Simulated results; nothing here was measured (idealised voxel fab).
Process module in this document: voxel gate over fins
Square cell edge 5 nm, section width 170 nm, ID cut.
In this document a cross-section is written as a grid of square cells. It is given as a series of bands, listed from the top down, and a band is one or more rows of cells. Heads up on the band format: heights come first, top then bottom, in nm. After that it's the materials left to right, each with its width in nm. A single material flagged "edge to edge" fills the whole band edge to edge, and "empty" means there's empty space there. The reference from which all heights are counted is 0, the level beneath which the as-received wafer is entirely one material; the lowest band, having no lower bound, proceeds downward and is written after the example "0 and below". A width such as "30..40" changes by the same amount from each row of cells to the next, from the band's top row to its bottom row. When a step is marked "no alterations made", none of the cells in the cross-section changed during that step. So "Closed internal voids" is basically the list of trapped voids: any empty space of 8 cells or more that can't reach the top through an opening. They're written width x height at distance, the distance being from the left edge, and it's all nm. Where a step's line continues beyond its settings, the continuation is a remark by the simulator itself on that step. The line of a step may include "overlay nm". On a step with a mask, this value is how far to the right of its planned place the mask lay. A negative value means the mask lay to the left.

[Planned step list for the process]
1. RECEIVE with material Si
2. CONFORMAL_DEP with material SiN, thk nm 10
3. DIRECTIONAL_DEP with material aC, thk nm 15
4. PATTERN with tone cover, mask id FINS, material resist, width nm 15, pitch nm 35, thk nm 30, overlay nm 0
5. DIRECTIONAL_ETCH with etch materials aC, depth nm 15
6. STRIP with etch materials resist
7. DIRECTIONAL_ETCH with etch materials SiN, depth nm 10
8. DIRECTIONAL_ETCH with etch materials Si, depth nm 40
9. STRIP with etch materials aC
10. OXIDIZE with depth nm 5
11. FILL_DEP with material SiO2, thk nm 15
12. CMP with height nm 10
13. SELECTIVE_ETCH with etch materials SiO2, depth nm 25
14. STRIP with etch materials SiN
15. CONFORMAL_DEP with material HfO2, thk nm 5
16. CONFORMAL_DEP with material TiN, thk nm 5
17. CONFORMAL_DEP with material TiAl, thk nm 5
18. CONFORMAL_DEP with material TiN, thk nm 5
19. FILL_DEP with material W, thk nm 15
20. CMP with height nm 30
21. CONFORMAL_DEP with material SiCN, thk nm 5

[On the first of the two wafers: run conducted according to plan]

[As-received state of the wafer in cross-section, equivalent to post-step 1]
- 0 and below = Si edge to edge
- Closed internal voids: none

[Wafer after step 2 (cross-section)]
- 10 down to 0 = SiN edge to edge
- Lower than 0, everything is as it was.

[Wafer after step 3 (cross-section)]
- 25 down to 10 = aC edge to edge
- Lower than 10, everything is as it was.

[Wafer after step 4 (cross-section)]
- 55 down to 25 = empty 25 nm, then resist 15 nm, then empty 20 nm, then resist 15 nm, then empty 20 nm, then resist 15 nm, then empty 20 nm, then resist 15 nm, then empty 25 nm
- Lower than 25, everything is as it was.

[Wafer after step 5 (cross-section)]
- 40 down to 25 = empty 25 nm, then resist 15 nm, then empty 20 nm, then resist 15 nm, then empty 20 nm, then resist 15 nm, then empty 20 nm, then resist 15 nm, then empty 25 nm
- 25 down to 10 = empty 25 nm, then aC 15 nm, then empty 20 nm, then aC 15 nm, then empty 20 nm, then aC 15 nm, then empty 20 nm, then aC 15 nm, then empty 25 nm
- Lower than 10, everything is as it was.

[Wafer after step 6 (cross-section)]
- 25 down to 10 = empty 25 nm, then aC 15 nm, then empty 20 nm, then aC 15 nm, then empty 20 nm, then aC 15 nm, then empty 20 nm, then aC 15 nm, then empty 25 nm
- Lower than 10, everything is as it was.

[Wafer after step 7 (cross-section)]
- 25 down to 10 = empty 25 nm, then aC 15 nm, then empty 20 nm, then aC 15 nm, then empty 20 nm, then aC 15 nm, then empty 20 nm, then aC 15 nm, then empty 25 nm
- 10 down to 0 = empty 25 nm, then SiN 15 nm, then empty 20 nm, then SiN 15 nm, then empty 20 nm, then SiN 15 nm, then empty 20 nm, then SiN 15 nm, then empty 25 nm
- Lower than 0, everything is as it was.

[Wafer after step 8 (cross-section)]
- 25 down to 10 = empty 25 nm, then aC 15 nm, then empty 20 nm, then aC 15 nm, then empty 20 nm, then aC 15 nm, then empty 20 nm, then aC 15 nm, then empty 25 nm
- 10 down to 0 = empty 25 nm, then SiN 15 nm, then empty 20 nm, then SiN 15 nm, then empty 20 nm, then SiN 15 nm, then empty 20 nm, then SiN 15 nm, then empty 25 nm
- 0 down to -40 = empty 25 nm, then Si 15 nm, then empty 20 nm, then Si 15 nm, then empty 20 nm, then Si 15 nm, then empty 20 nm, then Si 15 nm, then empty 25 nm
- Lower than -40, everything is as it was.

[Wafer after step 9 (cross-section)]
- 10 down to 0 = empty 25 nm, then SiN 15 nm, then empty 20 nm, then SiN 15 nm, then empty 20 nm, then SiN 15 nm, then empty 20 nm, then SiN 15 nm, then empty 25 nm
- Lower than 0, everything is as it was.

[Wafer after step 10 (cross-section)]
- 10 down to 0 = empty 25 nm, then SiN 15 nm, then empty 20 nm, then SiN 15 nm, then empty 20 nm, then SiN 15 nm, then empty 20 nm, then SiN 15 nm, then empty 25 nm
- 0 down to -40 = empty 25 nm, then SiO2 5 nm, then Si 5 nm, then SiO2 5 nm, then empty 20 nm, then SiO2 5 nm, then Si 5 nm, then SiO2 5 nm, then empty 20 nm, then SiO2 5 nm, then Si 5 nm, then SiO2 5 nm, then empty 20 nm, then SiO2 5 nm, then Si 5 nm, then SiO2 5 nm, then empty 25 nm
- -40 down to -45 = SiO2 30 nm, then Si 5 nm, then SiO2 30 nm, then Si 5 nm, then SiO2 30 nm, then Si 5 nm, then SiO2 30 nm, then Si 5 nm, then SiO2 30 nm
- Lower than -45, everything is as it was.

[Wafer after step 11 (cross-section)]
- 25 down to 10 = SiO2 edge to edge
- 10 down to 0 = SiO2 25 nm, then SiN 15 nm, then SiO2 20 nm, then SiN 15 nm, then SiO2 20 nm, then SiN 15 nm, then SiO2 20 nm, then SiN 15 nm, then SiO2 25 nm
- 0 down to -45 = SiO2 30 nm, then Si 5 nm, then SiO2 30 nm, then Si 5 nm, then SiO2 30 nm, then Si 5 nm, then SiO2 30 nm, then Si 5 nm, then SiO2 30 nm
- Lower than -45, everything is as it was.

[Wafer after step 12 (cross-section)]
- 10 down to 0 = SiO2 25 nm, then SiN 15 nm, then SiO2 20 nm, then SiN 15 nm, then SiO2 20 nm, then SiN 15 nm, then SiO2 20 nm, then SiN 15 nm, then SiO2 25 nm
- Lower than 0, everything is as it was.

[Wafer after step 13 (cross-section)]
- 10 down to 0 = empty 25 nm, then SiN 15 nm, then empty 20 nm, then SiN 15 nm, then empty 20 nm, then SiN 15 nm, then empty 20 nm, then SiN 15 nm, then empty 25 nm
- 0 down to -15 = empty 30 nm, then Si 5 nm, then empty 30 nm, then Si 5 nm, then empty 30 nm, then Si 5 nm, then empty 30 nm, then Si 5 nm, then empty 30 nm
- Lower than -15, everything is as it was.

[Wafer after step 14 (cross-section)]
- 0 down to -15 = empty 30 nm, then Si 5 nm, then empty 30 nm, then Si 5 nm, then empty 30 nm, then Si 5 nm, then empty 30 nm, then Si 5 nm, then empty 30 nm
- Lower than -15, everything is as it was.

[Wafer after step 15 (cross-section)]
- 5 down to 0 = empty 25 nm, then HfO2 15 nm, then empty 20 nm, then HfO2 15 nm, then empty 20 nm, then HfO2 15 nm, then empty 20 nm, then HfO2 15 nm, then empty 25 nm
- 0 down to -10 = empty 25 nm, then HfO2 5 nm, then Si 5 nm, then HfO2 5 nm, then empty 20 nm, then HfO2 5 nm, then Si 5 nm, then HfO2 5 nm, then empty 20 nm, then HfO2 5 nm, then Si 5 nm, then HfO2 5 nm, then empty 20 nm, then HfO2 5 nm, then Si 5 nm, then HfO2 5 nm, then empty 25 nm
- -10 down to -15 = HfO2 30 nm, then Si 5 nm, then HfO2 30 nm, then Si 5 nm, then HfO2 30 nm, then Si 5 nm, then HfO2 30 nm, then Si 5 nm, then HfO2 30 nm
- Lower than -15, everything is as it was.

[Wafer after step 16 (cross-section)]
- 10 down to 5 = empty 20 nm, then TiN 25 nm, then empty 10 nm, then TiN 25 nm, then empty 10 nm, then TiN 25 nm, then empty 10 nm, then TiN 25 nm, then empty 20 nm
- 5 down to 0 = empty 20 nm, then TiN 5 nm, then HfO2 15 nm, then TiN 5 nm, then empty 10 nm, then TiN 5 nm, then HfO2 15 nm, then TiN 5 nm, then empty 10 nm, then TiN 5 nm, then HfO2 15 nm, then TiN 5 nm, then empty 10 nm, then TiN 5 nm, then HfO2 15 nm, then TiN 5 nm, then empty 20 nm
- 0 down to -5 = empty 20 nm, then TiN 5 nm, then HfO2 5 nm, then Si 5 nm, then HfO2 5 nm, then TiN 5 nm, then empty 10 nm, then TiN 5 nm, then HfO2 5 nm, then Si 5 nm, then HfO2 5 nm, then TiN 5 nm, then empty 10 nm, then TiN 5 nm, then HfO2 5 nm, then Si 5 nm, then HfO2 5 nm, then TiN 5 nm, then empty 10 nm, then TiN 5 nm, then HfO2 5 nm, then Si 5 nm, then HfO2 5 nm, then TiN 5 nm, then empty 20 nm
- -5 down to -10 = TiN 25 nm, then HfO2 5 nm, then Si 5 nm, then HfO2 5 nm, then TiN 20 nm, then HfO2 5 nm, then Si 5 nm, then HfO2 5 nm, then TiN 20 nm, then HfO2 5 nm, then Si 5 nm, then HfO2 5 nm, then TiN 20 nm, then HfO2 5 nm, then Si 5 nm, then HfO2 5 nm, then TiN 25 nm
- Lower than -10, everything is as it was.

[Wafer after step 17 (cross-section)]
- 15 down to 10 = empty 15 nm, then TiAl 140 nm, then empty 15 nm
- 10 down to 5 = empty 15 nm, then TiAl 5 nm, then TiN 25 nm, then TiAl 10 nm, then TiN 25 nm, then TiAl 10 nm, then TiN 25 nm, then TiAl 10 nm, then TiN 25 nm, then TiAl 5 nm, then empty 15 nm
- 5 down to 0 = empty 15 nm, then TiAl 5 nm, then TiN 5 nm, then HfO2 15 nm, then TiN 5 nm, then TiAl 10 nm, then TiN 5 nm, then HfO2 15 nm, then TiN 5 nm, then TiAl 10 nm, then TiN 5 nm, then HfO2 15 nm, then TiN 5 nm, then TiAl 10 nm, then TiN 5 nm, then HfO2 15 nm, then TiN 5 nm, then TiAl 5 nm, then empty 15 nm
- 0 down to -5 = TiAl 20 nm, then TiN 5 nm, then HfO2 5 nm, then Si 5 nm, then HfO2 5 nm, then TiN 5 nm, then TiAl 10 nm, then TiN 5 nm, then HfO2 5 nm, then Si 5 nm, then HfO2 5 nm, then TiN 5 nm, then TiAl 10 nm, then TiN 5 nm, then HfO2 5 nm, then Si 5 nm, then HfO2 5 nm, then TiN 5 nm, then TiAl 10 nm, then TiN 5 nm, then HfO2 5 nm, then Si 5 nm, then HfO2 5 nm, then TiN 5 nm, then TiAl 20 nm
- Lower than -5, everything is as it was.

[Wafer after step 18 (cross-section)]
- 20 down to 15 = empty 10 nm, then TiN 150 nm, then empty 10 nm
- 15 down to 10 = empty 10 nm, then TiN 5 nm, then TiAl 140 nm, then TiN 5 nm, then empty 10 nm
- 10 down to 5 = empty 10 nm, then TiN 5 nm, then TiAl 5 nm, then TiN 25 nm, then TiAl 10 nm, then TiN 25 nm, then TiAl 10 nm, then TiN 25 nm, then TiAl 10 nm, then TiN 25 nm, then TiAl 5 nm, then TiN 5 nm, then empty 10 nm
- 5 down to 0 = TiN 15 nm, then TiAl 5 nm, then TiN 5 nm, then HfO2 15 nm, then TiN 5 nm, then TiAl 10 nm, then TiN 5 nm, then HfO2 15 nm, then TiN 5 nm, then TiAl 10 nm, then TiN 5 nm, then HfO2 15 nm, then TiN 5 nm, then TiAl 10 nm, then TiN 5 nm, then HfO2 15 nm, then TiN 5 nm, then TiAl 5 nm, then TiN 15 nm
- Lower than 0, everything is as it was.

[Wafer after step 19 (cross-section)]
- 35 down to 20 = W edge to edge
- 20 down to 15 = W 10 nm, then TiN 150 nm, then W 10 nm
- 15 down to 10 = W 10 nm, then TiN 5 nm, then TiAl 140 nm, then TiN 5 nm, then W 10 nm
- 10 down to 5 = W 10 nm, then TiN 5 nm, then TiAl 5 nm, then TiN 25 nm, then TiAl 10 nm, then TiN 25 nm, then TiAl 10 nm, then TiN 25 nm, then TiAl 10 nm, then TiN 25 nm, then TiAl 5 nm, then TiN 5 nm, then W 10 nm
- Lower than 5, everything is as it was.

[Wafer after step 20 (cross-section)]
- 30 down to 20 = W edge to edge
- Lower than 20, everything is as it was.

[Wafer after step 21 (cross-section)]
- 35 down to 30 = SiCN edge to edge
- Lower than 30, everything is as it was.

[The remaining wafer, second of the two, started like the first and was run to the same plan, except that one mistake was made along the way; the two coincide through step 3, inclusive]

[Cross-section of the second wafer at the time by which step 4 should have been completed according to the plan]
- 55 down to 25 = resist 25 nm, then empty 15 nm, then resist 20 nm, then empty 15 nm, then resist 20 nm, then empty 15 nm, then resist 20 nm, then empty 15 nm, then resist 25 nm
- Lower than 25, everything is as it was.

[Cross-section of the second wafer at the time by which step 5 should have been completed according to the plan]
- 40 down to 25 = resist 25 nm, then empty 15 nm, then resist 20 nm, then empty 15 nm, then resist 20 nm, then empty 15 nm, then resist 20 nm, then empty 15 nm, then resist 25 nm
- 25 down to 10 = aC 25 nm, then empty 15 nm, then aC 20 nm, then empty 15 nm, then aC 20 nm, then empty 15 nm, then aC 20 nm, then empty 15 nm, then aC 25 nm
- Lower than 10, everything is as it was.

[Cross-section of the second wafer at the time by which step 6 should have been completed according to the plan]
- 25 down to 10 = aC 25 nm, then empty 15 nm, then aC 20 nm, then empty 15 nm, then aC 20 nm, then empty 15 nm, then aC 20 nm, then empty 15 nm, then aC 25 nm
- Lower than 10, everything is as it was.

[Cross-section of the second wafer at the time by which step 7 should have been completed according to the plan]
- 25 down to 10 = aC 25 nm, then empty 15 nm, then aC 20 nm, then empty 15 nm, then aC 20 nm, then empty 15 nm, then aC 20 nm, then empty 15 nm, then aC 25 nm
- 10 down to 0 = SiN 25 nm, then empty 15 nm, then SiN 20 nm, then empty 15 nm, then SiN 20 nm, then empty 15 nm, then SiN 20 nm, then empty 15 nm, then SiN 25 nm
- Lower than 0, everything is as it was.

[Cross-section of the second wafer at the time by which step 8 should have been completed according to the plan]
- 25 down to 10 = aC 25 nm, then empty 15 nm, then aC 20 nm, then empty 15 nm, then aC 20 nm, then empty 15 nm, then aC 20 nm, then empty 15 nm, then aC 25 nm
- 10 down to 0 = SiN 25 nm, then empty 15 nm, then SiN 20 nm, then empty 15 nm, then SiN 20 nm, then empty 15 nm, then SiN 20 nm, then empty 15 nm, then SiN 25 nm
- 0 down to -40 = Si 25 nm, then empty 15 nm, then Si 20 nm, then empty 15 nm, then Si 20 nm, then empty 15 nm, then Si 20 nm, then empty 15 nm, then Si 25 nm
- Lower than -40, everything is as it was.

[Cross-section of the second wafer at the time by which step 9 should have been completed according to the plan]
- 10 down to 0 = SiN 25 nm, then empty 15 nm, then SiN 20 nm, then empty 15 nm, then SiN 20 nm, then empty 15 nm, then SiN 20 nm, then empty 15 nm, then SiN 25 nm
- Lower than 0, everything is as it was.

[Cross-section of the second wafer at the time by which step 10 should have been completed according to the plan]
- 10 down to 0 = SiN 25 nm, then empty 15 nm, then SiN 20 nm, then empty 15 nm, then SiN 20 nm, then empty 15 nm, then SiN 20 nm, then empty 15 nm, then SiN 25 nm
- 0 down to -40 = Si 20 nm, then SiO2 5 nm, then empty 15 nm, then SiO2 5 nm, then Si 10 nm, then SiO2 5 nm, then empty 15 nm, then SiO2 5 nm, then Si 10 nm, then SiO2 5 nm, then empty 15 nm, then SiO2 5 nm, then Si 10 nm, then SiO2 5 nm, then empty 15 nm, then SiO2 5 nm, then Si 20 nm
- -40 down to -45 = Si 20 nm, then SiO2 25 nm, then Si 10 nm, then SiO2 25 nm, then Si 10 nm, then SiO2 25 nm, then Si 10 nm, then SiO2 25 nm, then Si 20 nm
- Lower than -45, everything is as it was.

[Cross-section of the second wafer at the time by which step 11 should have been completed according to the plan]
- 25 down to 10 = SiO2 edge to edge
- 10 down to 0 = SiN 25 nm, then SiO2 15 nm, then SiN 20 nm, then SiO2 15 nm, then SiN 20 nm, then SiO2 15 nm, then SiN 20 nm, then SiO2 15 nm, then SiN 25 nm
- 0 down to -45 = Si 20 nm, then SiO2 25 nm, then Si 10 nm, then SiO2 25 nm, then Si 10 nm, then SiO2 25 nm, then Si 10 nm, then SiO2 25 nm, then Si 20 nm
- Lower than -45, everything is as it was.

[Cross-section of the second wafer at the time by which step 12 should have been completed according to the plan]
- 10 down to 0 = SiN 25 nm, then SiO2 15 nm, then SiN 20 nm, then SiO2 15 nm, then SiN 20 nm, then SiO2 15 nm, then SiN 20 nm, then SiO2 15 nm, then SiN 25 nm
- Lower than 0, everything is as it was.

[Cross-section of the second wafer at the time by which step 13 should have been completed according to the plan]
- 10 down to 0 = SiN 25 nm, then empty 15 nm, then SiN 20 nm, then empty 15 nm, then SiN 20 nm, then empty 15 nm, then SiN 20 nm, then empty 15 nm, then SiN 25 nm
- 0 down to -15 = Si 20 nm, then empty 25 nm, then Si 10 nm, then empty 25 nm, then Si 10 nm, then empty 25 nm, then Si 10 nm, then empty 25 nm, then Si 20 nm
- Lower than -15, everything is as it was.

[Cross-section of the second wafer at the time by which step 14 should have been completed according to the plan]
- 0 down to -15 = Si 20 nm, then empty 25 nm, then Si 10 nm, then empty 25 nm, then Si 10 nm, then empty 25 nm, then Si 10 nm, then empty 25 nm, then Si 20 nm
- Lower than -15, everything is as it was.

[Cross-section of the second wafer at the time by which step 15 should have been completed according to the plan]
- 5 down to 0 = HfO2 25 nm, then empty 15 nm, then HfO2 20 nm, then empty 15 nm, then HfO2 20 nm, then empty 15 nm, then HfO2 20 nm, then empty 15 nm, then HfO2 25 nm
- 0 down to -10 = Si 20 nm, then HfO2 5 nm, then empty 15 nm, then HfO2 5 nm, then Si 10 nm, then HfO2 5 nm, then empty 15 nm, then HfO2 5 nm, then Si 10 nm, then HfO2 5 nm, then empty 15 nm, then HfO2 5 nm, then Si 10 nm, then HfO2 5 nm, then empty 15 nm, then HfO2 5 nm, then Si 20 nm
- -10 down to -15 = Si 20 nm, then HfO2 25 nm, then Si 10 nm, then HfO2 25 nm, then Si 10 nm, then HfO2 25 nm, then Si 10 nm, then HfO2 25 nm, then Si 20 nm
- Lower than -15, everything is as it was.

[Cross-section of the second wafer at the time by which step 16 should have been completed according to the plan]
- 10 down to 5 = TiN 30 nm, then empty 5 nm, then TiN 30 nm, then empty 5 nm, then TiN 30 nm, then empty 5 nm, then TiN 30 nm, then empty 5 nm, then TiN 30 nm
- 5 down to 0 = HfO2 25 nm, then TiN 5 nm, then empty 5 nm, then TiN 5 nm, then HfO2 20 nm, then TiN 5 nm, then empty 5 nm, then TiN 5 nm, then HfO2 20 nm, then TiN 5 nm, then empty 5 nm, then TiN 5 nm, then HfO2 20 nm, then TiN 5 nm, then empty 5 nm, then TiN 5 nm, then HfO2 25 nm
- 0 down to -5 = Si 20 nm, then HfO2 5 nm, then TiN 5 nm, then empty 5 nm, then TiN 5 nm, then HfO2 5 nm, then Si 10 nm, then HfO2 5 nm, then TiN 5 nm, then empty 5 nm, then TiN 5 nm, then HfO2 5 nm, then Si 10 nm, then HfO2 5 nm, then TiN 5 nm, then empty 5 nm, then TiN 5 nm, then HfO2 5 nm, then Si 10 nm, then HfO2 5 nm, then TiN 5 nm, then empty 5 nm, then TiN 5 nm, then HfO2 5 nm, then Si 20 nm
- -5 down to -10 = Si 20 nm, then HfO2 5 nm, then TiN 15 nm, then HfO2 5 nm, then Si 10 nm, then HfO2 5 nm, then TiN 15 nm, then HfO2 5 nm, then Si 10 nm, then HfO2 5 nm, then TiN 15 nm, then HfO2 5 nm, then Si 10 nm, then HfO2 5 nm, then TiN 15 nm, then HfO2 5 nm, then Si 20 nm
- Lower than -10, everything is as it was.

[Cross-section of the second wafer at the time by which step 17 should have been completed according to the plan]
- 15 down to 10 = TiAl edge to edge
- 10 down to 5 = TiN 30 nm, then TiAl 5 nm, then TiN 30 nm, then TiAl 5 nm, then TiN 30 nm, then TiAl 5 nm, then TiN 30 nm, then TiAl 5 nm, then TiN 30 nm
- 5 down to 0 = HfO2 25 nm, then TiN 5 nm, then TiAl 5 nm, then TiN 5 nm, then HfO2 20 nm, then TiN 5 nm, then TiAl 5 nm, then TiN 5 nm, then HfO2 20 nm, then TiN 5 nm, then TiAl 5 nm, then TiN 5 nm, then HfO2 20 nm, then TiN 5 nm, then TiAl 5 nm, then TiN 5 nm, then HfO2 25 nm
- 0 down to -5 = Si 20 nm, then HfO2 5 nm, then TiN 5 nm, then TiAl 5 nm, then TiN 5 nm, then HfO2 5 nm, then Si 10 nm, then HfO2 5 nm, then TiN 5 nm, then TiAl 5 nm, then TiN 5 nm, then HfO2 5 nm, then Si 10 nm, then HfO2 5 nm, then TiN 5 nm, then TiAl 5 nm, then TiN 5 nm, then HfO2 5 nm, then Si 10 nm, then HfO2 5 nm, then TiN 5 nm, then TiAl 5 nm, then TiN 5 nm, then HfO2 5 nm, then Si 20 nm
- Lower than -5, everything is as it was.

[Cross-section of the second wafer at the time by which step 18 should have been completed according to the plan]
- 20 down to 15 = TiN edge to edge
- Lower than 15, everything is as it was.

[Cross-section of the second wafer at the time by which step 19 should have been completed according to the plan]
- 35 down to 20 = W edge to edge
- Lower than 20, everything is as it was.

[Cross-section of the second wafer at the time by which step 20 should have been completed according to the plan]
- 30 down to 20 = W edge to edge
- Lower than 20, everything is as it was.

[Cross-section of the second wafer at the time by which step 21 should have been completed according to the plan]
- 35 down to 30 = SiCN edge to edge
- Lower than 30, everything is as it was.
Finding, execution versus plan: planned and actual differ for step 4; actual: PATTERN with tone open, mask id FINS, material resist, width nm 15, pitch nm 35, thk nm 30, overlay nm 0
At the finish, the second wafer shows more or fewer cells for some materials than the first does: +90 Si | -60 SiO2 | -12 TiAl | -6 TiN | -12 W
